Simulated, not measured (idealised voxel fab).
voxel transistor to metal: a process module
Square cell edge 5 nm, section width 140 nm, ID cut.
The cross-sections in this document take the form of a grid made of square cells. They are written out as bands, in order from top to bottom. Each band consists of one or more rows of cells. Top height, bottom height, nm. Materials left to right, width each, nm. Single material + "all across" = fills band edge to edge. "empty" = empty. Below 0: as-received wafer, all one material; heights counted from there. Lowest band: no bottom, goes on down, written "0 nm and below". So if you see something like "30 to 40" for the width, read it as the top row of the band sitting at the first number and the bottom row at the second, with every row in between moving by the same amount as the last. "no alteration" after a step means that no cell of the cross-section changed. Fully sealed voids: empty space of 8 cells or more with no open way to the top, each as width x height at its distance from the left edge, in nm. Post-settings text on a step line: simulator's own remark regarding the step. "overlay nm" on a masked step: distance the mask lay right of its planned place, negative for left.

These are the steps we planned for the process:
- 1: RECEIVE [material Si]
- 2: CONFORMAL_DEP [material SiO2] [thk nm 5]
- 3: CONFORMAL_DEP [material SiN] [thk nm 10]
- 4: PATTERN [tone cover] [mask id ACTIVE] [material resist] [width nm 100] [thk nm 15] [overlay nm 0]
- 5: DIRECTIONAL_ETCH [etch materials SiN] [depth nm 10]
- 6: DIRECTIONAL_ETCH [etch materials SiO2] [depth nm 5]
- 7: DIRECTIONAL_ETCH [etch materials Si] [depth nm 35]
- 8: STRIP [etch materials resist]
- 9: FILL_DEP [material SiO2] [thk nm 10]
- 10: CMP [height nm 15]
- 11: SELECTIVE_ETCH [etch materials SiO2] [depth nm 5]
- 12: STRIP [etch materials SiN]
- 13: SELECTIVE_ETCH [etch materials SiO2] [depth nm 5]
- 14: OXIDIZE [depth nm 5]
- 15: DIRECTIONAL_DEP [material polySi] [thk nm 20]
- 16: DIRECTIONAL_DEP [material SiCN] [thk nm 10]
- 17: PATTERN [tone cover] [mask id GATE] [material resist] [width nm 30] [thk nm 20] [overlay nm 0]
- 18: DIRECTIONAL_ETCH [etch materials SiCN] [depth nm 20]
- 19: DIRECTIONAL_ETCH [etch materials polySi] [depth nm 30]
- 20: STRIP [etch materials resist]
- 21: CONFORMAL_DEP [material SiO2] [thk nm 5]
- 22: DIRECTIONAL_ETCH [etch materials SiO2] [depth nm 5]
- 23: CONFORMAL_DEP [material SiN] [thk nm 10]
- 24: DIRECTIONAL_ETCH [etch materials SiN] [depth nm 10]
- 25: DIRECTIONAL_ETCH [etch materials SiO2] [depth nm 5]
- 26: DIRECTIONAL_ETCH [etch materials Si] [depth nm 15]
- 27: EPI [material nSi] [thk nm 15]
- 28: FILL_DEP [material SiO2] [thk nm 10]
- 29: CMP [height nm 20]
- 30: STRIP [etch materials polySi]
- 31: SELECTIVE_ETCH [etch materials SiO2] [depth nm 5]
- 32: CONFORMAL_DEP [material HfO2] [thk nm 5]
- 33: CONFORMAL_DEP [material TiN] [thk nm 5]
- 34: FILL_DEP [material W] [thk nm 10]
- 35: CMP [height nm 15]
- 36: DIRECTIONAL_DEP [material SiO2] [thk nm 10]
- 37: MASKED_ETCH [tone open] [mask id CONTACT] [width nm 15] [pitch nm 75] [etch materials SiO2] [depth nm 15] [overlay nm 0]
- 38: CONFORMAL_DEP [material TiN] [thk nm 5]
- 39: FILL_DEP [material Ru] [thk nm 10]
- 40: CMP [height nm 25]
- 41: DIRECTIONAL_DEP [material TiN] [thk nm 5]
- 42: DIRECTIONAL_DEP [material Ru] [thk nm 25]
- 43: MASKED_ETCH [tone cover] [mask id METAL_1] [width nm 15] [pitch nm 75] [etch materials Ru] [depth nm 25] [overlay nm 0]
- 44: MASKED_ETCH [tone cover] [mask id METAL_1] [width nm 15] [pitch nm 75] [etch materials TiN] [depth nm 5] [overlay nm 0]
- 45: FILL_DEP [material lowk] [thk nm 5]
- 46: CMP [height nm 55]
- 47: CONFORMAL_DEP [material SiCN] [thk nm 5]
- 48: DIRECTIONAL_DEP [material SiO2] [thk nm 30]
- 49: DIRECTIONAL_DEP [material aC] [thk nm 15]
- 50: PATTERN [tone open] [mask id METAL_2] [material resist] [width nm 15] [pitch nm 75] [thk nm 35] [overlay nm 0]
- 51: DIRECTIONAL_ETCH [etch materials aC] [depth nm 15]
- 52: STRIP [etch materials resist]
- 53: DIRECTIONAL_ETCH [etch materials SiO2] [depth nm 15]
- 54: STRIP [etch materials aC]
- 55: PATTERN [tone open] [mask id METAL_2_HOLES] [material resist] [width nm 15] [pitch nm 75] [thk nm 20] [overlay nm 0]
- 56: DIRECTIONAL_ETCH [etch materials SiO2] [depth nm 15]
- 57: DIRECTIONAL_ETCH [etch materials SiCN] [depth nm 5]
- 58: STRIP [etch materials resist]
- 59: CONFORMAL_DEP [material TiN] [thk nm 5]
- 60: FILL_DEP [material Cu] [thk nm 5]
- 61: CMP [height nm 90]
- 62: CONFORMAL_DEP [material SiN] [thk nm 5]

As-received wafer cross-section (after step 1):
    0 nm and below: Si all across
    Fully sealed voids: none

End state of the module in cross-section, given the above starting point and plan and one mistake in execution:
    95 nm to 90 nm: SiN all across
    90 nm to 60 nm: SiO2 (25) | TiN (5) | Cu (5) | TiN (5) | SiO2 (60) | TiN (5) | Cu (5) | TiN (5) | SiO2 (25)
    60 nm to 55 nm: SiCN (25) | TiN (15) | SiCN (60) | TiN (15) | SiCN (25)
    55 nm to 30 nm: lowk (25) | Ru (15) | lowk (60) | Ru (15) | lowk (25)
    30 nm to 25 nm: lowk (25) | TiN (15) | lowk (60) | TiN (15) | lowk (25)
    25 nm to 15 nm: SiO2 (25) | TiN (5) | Ru (5) | TiN (5) | SiO2 (60) | TiN (5) | Ru (5) | TiN (5) | SiO2 (25)
    15 nm to 10 nm: SiO2 (25) | TiN (15) | SiN (10) | HfO2 (5) | TiN (5) | W (20) | TiN (5) | HfO2 (5) | SiN (10) | TiN (15) | SiO2 (25)
    10 nm to 5 nm: SiO2 (25) | nSi (15) | SiN (10) | HfO2 (5) | TiN (5) | W (20) | TiN (5) | HfO2 (5) | SiN (10) | nSi (15) | SiO2 (25)
    5 nm to 0 nm: SiO2 (20) | SiN (10) | nSi (10) | SiN (10) | HfO2 (5) | TiN (30) | HfO2 (5) | SiN (10) | nSi (10) | SiN (10) | SiO2 (20)
    0 nm to -5 nm: SiO2 (30) | nSi (10) | SiO2 (10) | HfO2 (40) | SiO2 (10) | nSi (10) | SiO2 (30)
    -5 nm to -35 nm: SiO2 (20) | Si (10) | nSi (10) | Si (60) | nSi (10) | Si (10) | SiO2 (20)
    -35 nm and below: Si all across
    Fully sealed voids: none
Deviation from plan: step 26 of the plan was carried out twice
